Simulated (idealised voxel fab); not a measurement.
process module | voxel self aligned contacts
cross-section cut | 205 nm wide | cells 5 nm
A cross-section is a grid of square cells, given in bands from the top down. A band is one or more rows of cells.
Each band's line starts with the height of the band's top and of its bottom, in nm. Then come its materials from left to right, each with its width in nm. One material with "throughout" fills the band from edge to edge. "air" is empty space.
Height 0 is the level under which the wafer as received is all one material. The lowest band goes on downwards, as in "0 down".
A width such as "30 to 40" changes by the same amount from each row of cells to the next, from the band's top row to its bottom row.
"no change" after a step means that no cell of the cross-section changed.
closed voids: empty space of 8 cells or more with no open way to the top, each as width x height at its distance from the left edge, in nm
after a step's settings: what the simulator itself notes on the step
overlay nm, on a step with a mask: how far to the right of its planned place the mask lay; to the left if negative
Each pair below shows a cross-section before one step and the cross-section after it, down to the lowest band that changed. The line under each pair gives the step between them, with its settings. The pairs can come from different runs of this module on the same starting wafer, so a pair continues from the pair above only where its "before" says so.
before
  0 down: Si throughout
  closed voids: none
after
  5 to 0: SiO2 throughout
  below 0: unchanged
  closed voids: none
the step between: op CONFORMAL_DEP | material SiO2 | thk nm 5
before: the cross-section after the pair above
after
  25 to 5: polySi throughout
  below 5: unchanged
  closed voids: none
the step between: op DIRECTIONAL_DEP | material polySi | thk nm 20
before: the cross-section after the pair above
after
  45 to 25: SiN throughout
  below 25: unchanged
  closed voids: none
the step between: op DIRECTIONAL_DEP | material SiN | thk nm 20
before: the cross-section after the pair above
after
  45 to 25: air 15 | SiN 35 | air 35 | SiN 35 | air 35 | SiN 35 | air 15
  below 25: unchanged
  closed voids: none
the step between: op MASKED_ETCH | tone cover | mask id GATE | width nm 35 | pitch nm 70 | etch materials SiN | depth nm 20 | overlay nm 0
before: the cross-section after the pair above
after
  45 to 25: air 15 | SiN 35 | air 35 | SiN 35 | air 35 | SiN 35 | air 15
  25 to 5: air 15 | polySi 35 | air 35 | polySi 35 | air 35 | polySi 35 | air 15
  below 5: unchanged
  closed voids: none
the step between: op MASKED_ETCH | tone cover | mask id GATE | width nm 35 | pitch nm 70 | etch materials polySi | depth nm 20 | overlay nm 0
before: the cross-section after the pair above
after
  55 to 25: air 5 | SiN 55 | air 15 | SiN 55 | air 15 | SiN 55 | air 5
  25 to 15: air 5 | SiN 10 | polySi 35 | SiN 10 | air 15 | SiN 10 | polySi 35 | SiN 10 | air 15 | SiN 10 | polySi 35 | SiN 10 | air 5
  15 to 5: SiN 15 | polySi 35 | SiN 35 | polySi 35 | SiN 35 | polySi 35 | SiN 15
  below 5: unchanged
  closed voids: none
the step between: op CONFORMAL_DEP | material SiN | thk nm 10
before: the cross-section after the pair above
after
  45 to 25: air 5 | SiN 55 | air 15 | SiN 55 | air 15 | SiN 55 | air 5
  25 to 5: air 5 | SiN 10 | polySi 35 | SiN 10 | air 15 | SiN 10 | polySi 35 | SiN 10 | air 15 | SiN 10 | polySi 35 | SiN 10 | air 5
  below 5: unchanged
  closed voids: none
the step between: op DIRECTIONAL_ETCH | etch materials SiN | depth nm 10
before: the cross-section after the pair above
after
  55 to 45: SiO2 throughout
  45 to 25: SiO2 5 | SiN 55 | SiO2 15 | SiN 55 | SiO2 15 | SiN 55 | SiO2 5
  25 to 5: SiO2 5 | SiN 10 | polySi 35 | SiN 10 | SiO2 15 | SiN 10 | polySi 35 | SiN 10 | SiO2 15 | SiN 10 | polySi 35 | SiN 10 | SiO2 5
  below 5: unchanged
  closed voids: none
the step between: op FILL_DEP | material SiO2 | thk nm 10
before: the cross-section after the pair above
after
  50 to 45: SiO2 throughout
  below 45: unchanged
  closed voids: none
the step between: op CMP | height nm 50
before: the cross-section after the pair above
after
  70 to 50: resist 45 | air 45 | resist 25 | air 45 | resist 45
  below 50: unchanged
  closed voids: none
the step between: op PATTERN | tone open | mask id CONTACT | material resist | width nm 45 | pitch nm 70 | thk nm 20 | overlay nm 0
before: the cross-section after the pair above
after
  70 to 50: resist 45 | air 45 | resist 25 | air 45 | resist 45
  50 to 45: SiO2 45 | air 45 | SiO2 25 | air 45 | SiO2 45
  45 to 25: SiO2 5 | SiN 55 | air 15 | SiN 55 | air 15 | SiN 55 | SiO2 5
  25 to 5: SiO2 5 | SiN 10 | polySi 35 | SiN 10 | air 15 | SiN 10 | polySi 35 | SiN 10 | air 15 | SiN 10 | polySi 35 | SiN 10 | SiO2 5
  5 to 0: SiO2 60 | air 15 | SiO2 55 | air 15 | SiO2 60
  below 0: unchanged
  closed voids: none
the step between: op DIRECTIONAL_ETCH | etch materials SiO2 | depth nm 50
before: the cross-section after the pair above
after
  50 to 45: SiO2 45 | air 45 | SiO2 25 | air 45 | SiO2 45
  below 45: unchanged
  closed voids: none
the step between: op STRIP | etch materials resist
before: the cross-section after the pair above
after
  55 to 50: TiN 50 | air 35 | TiN 35 | air 35 | TiN 50
  50 to 45: SiO2 45 | TiN 20 | air 5 | TiN 20 | SiO2 25 | TiN 20 | air 5 | TiN 20 | SiO2 45
  45 to 25: SiO2 5 | SiN 55 | TiN 5 | air 5 | TiN 5 | SiN 55 | TiN 5 | air 5 | TiN 5 | SiN 55 | SiO2 5
  25 to 5: SiO2 5 | SiN 10 | polySi 35 | SiN 10 | TiN 5 | air 5 | TiN 5 | SiN 10 | polySi 35 | SiN 10 | TiN 5 | air 5 | TiN 5 | SiN 10 | polySi 35 | SiN 10 | SiO2 5
  5 to 0: SiO2 60 | TiN 15 | SiO2 55 | TiN 15 | SiO2 60
  below 0: unchanged
  closed voids: none
the step between: op CONFORMAL_DEP | material TiN | thk nm 5
before: the cross-section after the pair above
after
  65 to 55: Ru throughout
  55 to 50: TiN 50 | Ru 35 | TiN 35 | Ru 35 | TiN 50
  50 to 45: SiO2 45 | TiN 20 | Ru 5 | TiN 20 | SiO2 25 | TiN 20 | Ru 5 | TiN 20 | SiO2 45
  45 to 25: SiO2 5 | SiN 55 | TiN 5 | Ru 5 | TiN 5 | SiN 55 | TiN 5 | Ru 5 | TiN 5 | SiN 55 | SiO2 5
  25 to 5: SiO2 5 | SiN 10 | polySi 35 | SiN 10 | TiN 5 | Ru 5 | TiN 5 | SiN 10 | polySi 35 | SiN 10 | TiN 5 | Ru 5 | TiN 5 | SiN 10 | polySi 35 | SiN 10 | SiO2 5
  below 5: unchanged
  closed voids: none
the step between: op FILL_DEP | material Ru | thk nm 10
before: the cross-section after the pair above
after
  50 to 45: SiO2 45 | TiN 20 | Ru 5 | TiN 20 | SiO2 25 | TiN 20 | Ru 5 | TiN 20 | SiO2 45
  below 45: unchanged
  closed voids: none
the step between: op CMP | height nm 50
before: the cross-section after the pair above
after
  55 to 50: SiCN throughout
  below 50: unchanged
  closed voids: none
the step between: op CONFORMAL_DEP | material SiCN | thk nm 5
before
  65 to 55: Ru throughout
  55 to 50: TiN 50 | Ru 35 | TiN 35 | Ru 35 | TiN 50
  50 to 45: SiO2 45 | TiN 20 | Ru 5 | TiN 20 | SiO2 25 | TiN 20 | Ru 5 | TiN 20 | SiO2 45
  45 to 25: SiO2 5 | SiN 55 | TiN 5 | Ru 5 | TiN 5 | SiN 55 | TiN 5 | Ru 5 | TiN 5 | SiN 55 | SiO2 5
  25 to 5: SiO2 5 | SiN 10 | polySi 35 | SiN 10 | TiN 5 | Ru 5 | TiN 5 | SiN 10 | polySi 35 | SiN 10 | TiN 5 | Ru 5 | TiN 5 | SiN 10 | polySi 35 | SiN 10 | SiO2 5
  5 to 0: SiO2 60 | TiN 15 | SiO2 55 | TiN 15 | SiO2 60
  0 down: Si throughout
  closed voids: none
after
  70 to 65: SiCN throughout
  below 65: unchanged
  closed voids: none
the step between: op CONFORMAL_DEP | material SiCN | thk nm 5
before
  25 to 5: polySi throughout
  5 to 0: SiO2 throughout
  0 down: Si throughout
  closed voids: none
after
  45 to 5: polySi throughout
  below 5: unchanged
  closed voids: none
the step between: op DIRECTIONAL_DEP | material polySi | thk nm 20
before: the cross-section after the pair above
after
  65 to 45: SiN throughout
  below 45: unchanged
  closed voids: none
the step between: op DIRECTIONAL_DEP | material SiN | thk nm 20
before: the cross-section after the pair above
after
  65 to 45: air 15 | SiN 35 | air 35 | SiN 35 | air 35 | SiN 35 | air 15
  below 45: unchanged
  closed voids: none
the step between: op MASKED_ETCH | tone cover | mask id GATE | width nm 35 | pitch nm 70 | etch materials SiN | depth nm 20 | overlay nm 0
before: the cross-section after the pair above
after
  65 to 45: air 15 | SiN 35 | air 35 | SiN 35 | air 35 | SiN 35 | air 15
  45 to 25: air 15 | polySi 35 | air 35 | polySi 35 | air 35 | polySi 35 | air 15
  below 25: unchanged
  closed voids: none
the step between: op MASKED_ETCH | tone cover | mask id GATE | width nm 35 | pitch nm 70 | etch materials polySi | depth nm 20 | overlay nm 0
before: the cross-section after the pair above
after
  75 to 45: air 5 | SiN 55 | air 15 | SiN 55 | air 15 | SiN 55 | air 5
  45 to 35: air 5 | SiN 10 | polySi 35 | SiN 10 | air 15 | SiN 10 | polySi 35 | SiN 10 | air 15 | SiN 10 | polySi 35 | SiN 10 | air 5
  35 to 25: SiN 15 | polySi 35 | SiN 35 | polySi 35 | SiN 35 | polySi 35 | SiN 15
  below 25: unchanged
  closed voids: none
the step between: op CONFORMAL_DEP | material SiN | thk nm 10
before: the cross-section after the pair above
after
  65 to 45: air 5 | SiN 55 | air 15 | SiN 55 | air 15 | SiN 55 | air 5
  45 to 25: air 5 | SiN 10 | polySi 35 | SiN 10 | air 15 | SiN 10 | polySi 35 | SiN 10 | air 15 | SiN 10 | polySi 35 | SiN 10 | air 5
  below 25: unchanged
  closed voids: none
the step between: op DIRECTIONAL_ETCH | etch materials SiN | depth nm 10
before: the cross-section after the pair above
after
  75 to 65: SiO2 throughout
  65 to 45: SiO2 5 | SiN 55 | SiO2 15 | SiN 55 | SiO2 15 | SiN 55 | SiO2 5
  45 to 25: SiO2 5 | SiN 10 | polySi 35 | SiN 10 | SiO2 15 | SiN 10 | polySi 35 | SiN 10 | SiO2 15 | SiN 10 | polySi 35 | SiN 10 | SiO2 5
  below 25: unchanged
  closed voids: none
the step between: op FILL_DEP | material SiO2 | thk nm 10
before: the cross-section after the pair above
after
  50 to 45: SiO2 5 | SiN 55 | SiO2 15 | SiN 55 | SiO2 15 | SiN 55 | SiO2 5
  below 45: unchanged
  closed voids: none
the step between: op CMP | height nm 50
before: the cross-section after the pair above
after
  70 to 50: resist 45 | air 45 | resist 25 | air 45 | resist 45
  below 50: unchanged
  closed voids: none
the step between: op PATTERN | tone open | mask id CONTACT | material resist | width nm 45 | pitch nm 70 | thk nm 20 | overlay nm 0
before: the cross-section after the pair above
after
  70 to 50: resist 45 | air 45 | resist 25 | air 45 | resist 45
  50 to 45: SiO2 5 | SiN 55 | air 15 | SiN 55 | air 15 | SiN 55 | SiO2 5
  45 to 25: SiO2 5 | SiN 10 | polySi 35 | SiN 10 | air 15 | SiN 10 | polySi 35 | SiN 10 | air 15 | SiN 10 | polySi 35 | SiN 10 | SiO2 5
  below 25: unchanged
  closed voids: none
the step between: op DIRECTIONAL_ETCH | etch materials SiO2 | depth nm 50
before: the cross-section after the pair above
after
  50 to 45: SiO2 5 | SiN 55 | air 15 | SiN 55 | air 15 | SiN 55 | SiO2 5
  below 45: unchanged
  closed voids: none
the step between: op STRIP | etch materials resist
before: the cross-section after the pair above
after
  55 to 50: TiN 65 | air 5 | TiN 65 | air 5 | TiN 65
  50 to 45: SiO2 5 | SiN 55 | TiN 5 | air 5 | TiN 5 | SiN 55 | TiN 5 | air 5 | TiN 5 | SiN 55 | SiO2 5
  45 to 30: SiO2 5 | SiN 10 | polySi 35 | SiN 10 | TiN 5 | air 5 | TiN 5 | SiN 10 | polySi 35 | SiN 10 | TiN 5 | air 5 | TiN 5 | SiN 10 | polySi 35 | SiN 10 | SiO2 5
  30 to 25: SiO2 5 | SiN 10 | polySi 35 | SiN 10 | TiN 15 | SiN 10 | polySi 35 | SiN 10 | TiN 15 | SiN 10 | polySi 35 | SiN 10 | SiO2 5
  below 25: unchanged
  closed voids: none
the step between: op CONFORMAL_DEP | material TiN | thk nm 5
before: the cross-section after the pair above
after
  65 to 55: Ru throughout
  55 to 50: TiN 65 | Ru 5 | TiN 65 | Ru 5 | TiN 65
  50 to 45: SiO2 5 | SiN 55 | TiN 5 | Ru 5 | TiN 5 | SiN 55 | TiN 5 | Ru 5 | TiN 5 | SiN 55 | SiO2 5
  45 to 30: SiO2 5 | SiN 10 | polySi 35 | SiN 10 | TiN 5 | Ru 5 | TiN 5 | SiN 10 | polySi 35 | SiN 10 | TiN 5 | Ru 5 | TiN 5 | SiN 10 | polySi 35 | SiN 10 | SiO2 5
  below 30: unchanged
  closed voids: none
the step between: op FILL_DEP | material Ru | thk nm 10
before: the cross-section after the pair above
after
  50 to 45: SiO2 5 | SiN 55 | TiN 5 | Ru 5 | TiN 5 | SiN 55 | TiN 5 | Ru 5 | TiN 5 | SiN 55 | SiO2 5
  below 45: unchanged
  closed voids: none
the step between: op CMP | height nm 50
before: the cross-section after the pair above
after
  55 to 50: SiCN throughout
  below 50: unchanged
  closed voids: none
the step between: op CONFORMAL_DEP | material SiCN | thk nm 5
before
  45 to 25: air 15 | SiN 35 | air 35 | SiN 35 | air 35 | SiN 35 | air 15
  25 to 5: air 15 | polySi 35 | air 35 | polySi 35 | air 35 | polySi 35 | air 15
  5 to 0: SiO2 throughout
  0 down: Si throughout
  closed voids: none
after
  35 to 25: air 15 | SiN 35 | air 35 | SiN 35 | air 35 | SiN 35 | air 15
  below 25: unchanged
  closed voids: none
the step between: op DIRECTIONAL_ETCH | etch materials SiN | depth nm 10
before: the cross-section after the pair above
after
  45 to 25: air 5 | SiN 55 | air 15 | SiN 55 | air 15 | SiN 55 | air 5
  25 to 15: air 5 | SiN 10 | polySi 35 | SiN 10 | air 15 | SiN 10 | polySi 35 | SiN 10 | air 15 | SiN 10 | polySi 35 | SiN 10 | air 5
  15 to 5: SiN 15 | polySi 35 | SiN 35 | polySi 35 | SiN 35 | polySi 35 | SiN 15
  below 5: unchanged
  closed voids: none
the step between: op CONFORMAL_DEP | material SiN | thk nm 10
before: the cross-section after the pair above
after
  55 to 45: SiO2 throughout
  45 to 25: SiO2 5 | SiN 55 | SiO2 15 | SiN 55 | SiO2 15 | SiN 55 | SiO2 5
  25 to 15: SiO2 5 | SiN 10 | polySi 35 | SiN 10 | SiO2 15 | SiN 10 | polySi 35 | SiN 10 | SiO2 15 | SiN 10 | polySi 35 | SiN 10 | SiO2 5
  below 15: unchanged
  closed voids: none
the step between: op FILL_DEP | material SiO2 | thk nm 10
before: the cross-section after the pair above
after
  50 to 45: SiO2 throughout
  below 45: unchanged
  closed voids: none
the step between: op CMP | height nm 50
before: the cross-section after the pair above
after
  70 to 50: resist 45 | air 45 | resist 25 | air 45 | resist 45
  below 50: unchanged
  closed voids: none
the step between: op PATTERN | tone open | mask id CONTACT | material resist | width nm 45 | pitch nm 70 | thk nm 20 | overlay nm 0
before: the cross-section after the pair above
after
  70 to 50: resist 45 | air 45 | resist 25 | air 45 | resist 45
  50 to 45: SiO2 45 | air 45 | SiO2 25 | air 45 | SiO2 45
  45 to 25: SiO2 5 | SiN 55 | air 15 | SiN 55 | air 15 | SiN 55 | SiO2 5
  25 to 15: SiO2 5 | SiN 10 | polySi 35 | SiN 10 | air 15 | SiN 10 | polySi 35 | SiN 10 | air 15 | SiN 10 | polySi 35 | SiN 10 | SiO2 5
  below 15: unchanged
  closed voids: none
the step between: op DIRECTIONAL_ETCH | etch materials SiO2 | depth nm 50
before: the cross-section after the pair above
after
  50 to 45: SiO2 45 | air 45 | SiO2 25 | air 45 | SiO2 45
  below 45: unchanged
  closed voids: none
the step between: op STRIP | etch materials resist
before: the cross-section after the pair above
after
  55 to 50: TiN 50 | air 35 | TiN 35 | air 35 | TiN 50
  50 to 45: SiO2 45 | TiN 20 | air 5 | TiN 20 | SiO2 25 | TiN 20 | air 5 | TiN 20 | SiO2 45
  45 to 25: SiO2 5 | SiN 55 | TiN 5 | air 5 | TiN 5 | SiN 55 | TiN 5 | air 5 | TiN 5 | SiN 55 | SiO2 5
  25 to 20: SiO2 5 | SiN 10 | polySi 35 | SiN 10 | TiN 5 | air 5 | TiN 5 | SiN 10 | polySi 35 | SiN 10 | TiN 5 | air 5 | TiN 5 | SiN 10 | polySi 35 | SiN 10 | SiO2 5
  20 to 15: SiO2 5 | SiN 10 | polySi 35 | SiN 10 | TiN 15 | SiN 10 | polySi 35 | SiN 10 | TiN 15 | SiN 10 | polySi 35 | SiN 10 | SiO2 5
  below 15: unchanged
  closed voids: none
the step between: op CONFORMAL_DEP | material TiN | thk nm 5
before: the cross-section after the pair above
after
  65 to 55: Ru throughout
  55 to 50: TiN 50 | Ru 35 | TiN 35 | Ru 35 | TiN 50
  50 to 45: SiO2 45 | TiN 20 | Ru 5 | TiN 20 | SiO2 25 | TiN 20 | Ru 5 | TiN 20 | SiO2 45
  45 to 25: SiO2 5 | SiN 55 | TiN 5 | Ru 5 | TiN 5 | SiN 55 | TiN 5 | Ru 5 | TiN 5 | SiN 55 | SiO2 5
  25 to 20: SiO2 5 | SiN 10 | polySi 35 | SiN 10 | TiN 5 | Ru 5 | TiN 5 | SiN 10 | polySi 35 | SiN 10 | TiN 5 | Ru 5 | TiN 5 | SiN 10 | polySi 35 | SiN 10 | SiO2 5
  below 20: unchanged
  closed voids: none
the step between: op FILL_DEP | material Ru | thk nm 10
before: the cross-section after the pair above
after
  50 to 45: SiO2 45 | TiN 20 | Ru 5 | TiN 20 | SiO2 25 | TiN 20 | Ru 5 | TiN 20 | SiO2 45
  below 45: unchanged
  closed voids: none
the step between: op CMP | height nm 50
before: the cross-section after the pair above
after
  55 to 50: SiCN throughout
  below 50: unchanged
  closed voids: none
the step between: op CONFORMAL_DEP | material SiCN | thk nm 5
before
  65 to 55: Ru throughout
  55 to 50: TiN 50 | Ru 35 | TiN 35 | Ru 35 | TiN 50
  50 to 45: SiO2 45 | TiN 20 | Ru 5 | TiN 20 | SiO2 25 | TiN 20 | Ru 5 | TiN 20 | SiO2 45
  45 to 25: SiO2 5 | SiN 55 | TiN 5 | Ru 5 | TiN 5 | SiN 55 | TiN 5 | Ru 5 | TiN 5 | SiN 55 | SiO2 5
  25 to 5: SiO2 5 | SiN 10 | polySi 35 | SiN 10 | TiN 5 | Ru 5 | TiN 5 | SiN 10 | polySi 35 | SiN 10 | TiN 5 | Ru 5 | TiN 5 | SiN 10 | polySi 35 | SiN 10 | SiO2 5
  5 to 0: SiO2 60 | TiN 15 | SiO2 55 | TiN 15 | SiO2 60
  0 down: Si throughout
  closed voids: none
after
  40 to 25: SiO2 5 | SiN 55 | TiN 5 | Ru 5 | TiN 5 | SiN 55 | TiN 5 | Ru 5 | TiN 5 | SiN 55 | SiO2 5
  below 25: unchanged
  closed voids: none
the step between: op CMP | height nm 40
before: the cross-section after the pair above
after
  45 to 40: SiCN throughout
  below 40: unchanged
  closed voids: none
the step between: op CONFORMAL_DEP | material SiCN | thk nm 5
before
  50 to 45: SiO2 throughout
  45 to 25: SiO2 5 | SiN 55 | SiO2 15 | SiN 55 | SiO2 15 | SiN 55 | SiO2 5
  25 to 5: SiO2 5 | SiN 10 | polySi 35 | SiN 10 | SiO2 15 | SiN 10 | polySi 35 | SiN 10 | SiO2 15 | SiN 10 | polySi 35 | SiN 10 | SiO2 5
  5 to 0: SiO2 throughout
  0 down: Si throughout
  closed voids: none
after
  70 to 50: resist 45 | air 50 | resist 20 | air 50 | resist 40
  below 50: unchanged
  closed voids: none
the step between: op PATTERN | tone open | mask id CONTACT | material resist | width nm 50 | pitch nm 70 | thk nm 20 | overlay nm 0
before: the cross-section after the pair above
after
  70 to 50: resist 45 | air 50 | resist 20 | air 50 | resist 40
  50 to 45: SiO2 45 | air 50 | SiO2 20 | air 50 | SiO2 40
  45 to 25: SiO2 5 | SiN 55 | air 15 | SiN 55 | air 15 | SiN 55 | SiO2 5
  25 to 5: SiO2 5 | SiN 10 | polySi 35 | SiN 10 | air 15 | SiN 10 | polySi 35 | SiN 10 | air 15 | SiN 10 | polySi 35 | SiN 10 | SiO2 5
  5 to 0: SiO2 60 | air 15 | SiO2 55 | air 15 | SiO2 60
  below 0: unchanged
  closed voids: none
the step between: op DIRECTIONAL_ETCH | etch materials SiO2 | depth nm 50
before: the cross-section after the pair above
after
  50 to 45: SiO2 45 | air 50 | SiO2 20 | air 50 | SiO2 40
  below 45: unchanged
  closed voids: none
the step between: op STRIP | etch materials resist
before: the cross-section after the pair above
after
  55 to 50: TiN 50 | air 40 | TiN 30 | air 40 | TiN 45
  50 to 45: SiO2 45 | TiN 20 | air 5 | TiN 25 | SiO2 20 | TiN 20 | air 5 | TiN 25 | SiO2 40
  45 to 25: SiO2 5 | SiN 55 | TiN 5 | air 5 | TiN 5 | SiN 55 | TiN 5 | air 5 | TiN 5 | SiN 55 | SiO2 5
  25 to 5: SiO2 5 | SiN 10 | polySi 35 | SiN 10 | TiN 5 | air 5 | TiN 5 | SiN 10 | polySi 35 | SiN 10 | TiN 5 | air 5 | TiN 5 | SiN 10 | polySi 35 | SiN 10 | SiO2 5
  5 to 0: SiO2 60 | TiN 15 | SiO2 55 | TiN 15 | SiO2 60
  below 0: unchanged
  closed voids: none
the step between: op CONFORMAL_DEP | material TiN | thk nm 5
before: the cross-section after the pair above
after
  65 to 55: Ru throughout
  55 to 50: TiN 50 | Ru 40 | TiN 30 | Ru 40 | TiN 45
  50 to 45: SiO2 45 | TiN 20 | Ru 5 | TiN 25 | SiO2 20 | TiN 20 | Ru 5 | TiN 25 | SiO2 40
  45 to 25: SiO2 5 | SiN 55 | TiN 5 | Ru 5 | TiN 5 | SiN 55 | TiN 5 | Ru 5 | TiN 5 | SiN 55 | SiO2 5
  25 to 5: SiO2 5 | SiN 10 | polySi 35 | SiN 10 | TiN 5 | Ru 5 | TiN 5 | SiN 10 | polySi 35 | SiN 10 | TiN 5 | Ru 5 | TiN 5 | SiN 10 | polySi 35 | SiN 10 | SiO2 5
  below 5: unchanged
  closed voids: none
the step between: op FILL_DEP | material Ru | thk nm 10
before: the cross-section after the pair above
after
  50 to 45: SiO2 45 | TiN 20 | Ru 5 | TiN 25 | SiO2 20 | TiN 20 | Ru 5 | TiN 25 | SiO2 40
  below 45: unchanged
  closed voids: none
the step between: op CMP | height nm 50
before: the cross-section after the pair above
after
  55 to 50: SiCN throughout
  below 50: unchanged
  closed voids: none
the step between: op CONFORMAL_DEP | material SiCN | thk nm 5
before
  50 to 45: SiO2 throughout
  45 to 25: SiO2 5 | SiN 55 | SiO2 15 | SiN 55 | SiO2 15 | SiN 55 | SiO2 5
  25 to 5: SiO2 5 | SiN 10 | polySi 35 | SiN 10 | SiO2 15 | SiN 10 | polySi 35 | SiN 10 | SiO2 15 | SiN 10 | polySi 35 | SiN 10 | SiO2 5
  5 to 0: SiO2 throughout
  0 down: Si throughout
  closed voids: none
after
  70 to 50: resist 40 | air 45 | resist 25 | air 45 | resist 50
  below 50: unchanged
  closed voids: none
the step between: op PATTERN | tone open | mask id CONTACT | material resist | width nm 45 | pitch nm 70 | thk nm 20 | overlay nm -5
before: the cross-section after the pair above
after
  70 to 50: resist 40 | air 45 | resist 25 | air 45 | resist 50
  50 to 45: SiO2 40 | air 45 | SiO2 25 | air 45 | SiO2 50
  45 to 25: SiO2 5 | SiN 55 | air 15 | SiN 55 | air 15 | SiN 55 | SiO2 5
  25 to 5: SiO2 5 | SiN 10 | polySi 35 | SiN 10 | air 15 | SiN 10 | polySi 35 | SiN 10 | air 15 | SiN 10 | polySi 35 | SiN 10 | SiO2 5
  5 to 0: SiO2 60 | air 15 | SiO2 55 | air 15 | SiO2 60
  below 0: unchanged
  closed voids: none
the step between: op DIRECTIONAL_ETCH | etch materials SiO2 | depth nm 50
before: the cross-section after the pair above
after
  50 to 45: SiO2 40 | air 45 | SiO2 25 | air 45 | SiO2 50
  below 45: unchanged
  closed voids: none
the step between: op STRIP | etch materials resist
before: the cross-section after the pair above
after
  55 to 50: TiN 45 | air 35 | TiN 35 | air 35 | TiN 55
  50 to 45: SiO2 40 | TiN 25 | air 5 | TiN 15 | SiO2 25 | TiN 25 | air 5 | TiN 15 | SiO2 50
  45 to 25: SiO2 5 | SiN 55 | TiN 5 | air 5 | TiN 5 | SiN 55 | TiN 5 | air 5 | TiN 5 | SiN 55 | SiO2 5
  25 to 5: SiO2 5 | SiN 10 | polySi 35 | SiN 10 | TiN 5 | air 5 | TiN 5 | SiN 10 | polySi 35 | SiN 10 | TiN 5 | air 5 | TiN 5 | SiN 10 | polySi 35 | SiN 10 | SiO2 5
  5 to 0: SiO2 60 | TiN 15 | SiO2 55 | TiN 15 | SiO2 60
  below 0: unchanged
  closed voids: none
the step between: op CONFORMAL_DEP | material TiN | thk nm 5
before: the cross-section after the pair above
after
  65 to 55: Ru throughout
  55 to 50: TiN 45 | Ru 35 | TiN 35 | Ru 35 | TiN 55
  50 to 45: SiO2 40 | TiN 25 | Ru 5 | TiN 15 | SiO2 25 | TiN 25 | Ru 5 | TiN 15 | SiO2 50
  45 to 25: SiO2 5 | SiN 55 | TiN 5 | Ru 5 | TiN 5 | SiN 55 | TiN 5 | Ru 5 | TiN 5 | SiN 55 | SiO2 5
  25 to 5: SiO2 5 | SiN 10 | polySi 35 | SiN 10 | TiN 5 | Ru 5 | TiN 5 | SiN 10 | polySi 35 | SiN 10 | TiN 5 | Ru 5 | TiN 5 | SiN 10 | polySi 35 | SiN 10 | SiO2 5
  below 5: unchanged
  closed voids: none
the step between: op FILL_DEP | material Ru | thk nm 10
before: the cross-section after the pair above
after
  50 to 45: SiO2 40 | TiN 25 | Ru 5 | TiN 15 | SiO2 25 | TiN 25 | Ru 5 | TiN 15 | SiO2 50
  below 45: unchanged
  closed voids: none
the step between: op CMP | height nm 50
before: the cross-section after the pair above
after
  55 to 50: SiCN throughout
  below 50: unchanged
  closed voids: none
the step between: op CONFORMAL_DEP | material SiCN | thk nm 5
before
  50 to 45: SiO2 45 | TiN 20 | Ru 5 | TiN 20 | SiO2 25 | TiN 20 | Ru 5 | TiN 20 | SiO2 45
  45 to 25: SiO2 5 | SiN 55 | TiN 5 | Ru 5 | TiN 5 | SiN 55 | TiN 5 | Ru 5 | TiN 5 | SiN 55 | SiO2 5
  25 to 5: SiO2 5 | SiN 10 | polySi 35 | SiN 10 | TiN 5 | Ru 5 | TiN 5 | SiN 10 | polySi 35 | SiN 10 | TiN 5 | Ru 5 | TiN 5 | SiN 10 | polySi 35 | SiN 10 | SiO2 5
  5 to 0: SiO2 60 | TiN 15 | SiO2 55 | TiN 15 | SiO2 60
  0 down: Si throughout
  closed voids: none
after
  55 to 50: SiO2 throughout
  below 50: unchanged
  closed voids: none
the step between: op CONFORMAL_DEP | material SiO2 | thk nm 5
before
  50 to 45: SiO2 throughout
  45 to 25: SiO2 5 | SiN 55 | SiO2 15 | SiN 55 | SiO2 15 | SiN 55 | SiO2 5
  25 to 5: SiO2 5 | SiN 10 | polySi 35 | SiN 10 | SiO2 15 | SiN 10 | polySi 35 | SiN 10 | SiO2 15 | SiN 10 | polySi 35 | SiN 10 | SiO2 5
  5 to 0: SiO2 throughout
  0 down: Si throughout
  closed voids: none
after
  70 to 50: air 45 | resist 45 | air 25 | resist 45 | air 45
  below 50: unchanged
  closed voids: none
the step between: op PATTERN | tone cover | mask id CONTACT | material resist | width nm 45 | pitch nm 70 | thk nm 20 | overlay nm 0
before: the cross-section after the pair above
after
  70 to 50: air 45 | resist 45 | air 25 | resist 45 | air 45
  50 to 45: air 45 | SiO2 45 | air 25 | SiO2 45 | air 45
  45 to 25: air 5 | SiN 55 | SiO2 15 | SiN 55 | SiO2 15 | SiN 55 | air 5
  25 to 5: air 5 | SiN 10 | polySi 35 | SiN 10 | SiO2 15 | SiN 10 | polySi 35 | SiN 10 | SiO2 15 | SiN 10 | polySi 35 | SiN 10 | air 5
  5 to 0: air 5 | SiO2 195 | air 5
  below 0: unchanged
  closed voids: none
the step between: op DIRECTIONAL_ETCH | etch materials SiO2 | depth nm 50
before: the cross-section after the pair above
after
  50 to 45: air 45 | SiO2 45 | air 25 | SiO2 45 | air 45
  below 45: unchanged
  closed voids: none
the step between: op STRIP | etch materials resist
before: the cross-section after the pair above
after
  55 to 50: air 40 | TiN 55 | air 15 | TiN 55 | air 40
  50 to 45: TiN 45 | SiO2 45 | TiN 25 | SiO2 45 | TiN 45
  45 to 25: TiN 5 | SiN 55 | SiO2 15 | SiN 55 | SiO2 15 | SiN 55 | TiN 5
  25 to 5: TiN 5 | SiN 10 | polySi 35 | SiN 10 | SiO2 15 | SiN 10 | polySi 35 | SiN 10 | SiO2 15 | SiN 10 | polySi 35 | SiN 10 | TiN 5
  5 to 0: TiN 5 | SiO2 195 | TiN 5
  below 0: unchanged
  closed voids: none
the step between: op CONFORMAL_DEP | material TiN | thk nm 5
before: the cross-section after the pair above
after
  65 to 55: Ru throughout
  55 to 50: Ru 40 | TiN 55 | Ru 15 | TiN 55 | Ru 40
  below 50: unchanged
  closed voids: none
the step between: op FILL_DEP | material Ru | thk nm 10
before: the cross-section after the pair above
after
  50 to 45: TiN 45 | SiO2 45 | TiN 25 | SiO2 45 | TiN 45
  below 45: unchanged
  closed voids: none
the step between: op CMP | height nm 50
before: the cross-section after the pair above
after
  55 to 50: SiCN throughout
  below 50: unchanged
  closed voids: none
the step between: op CONFORMAL_DEP | material SiCN | thk nm 5
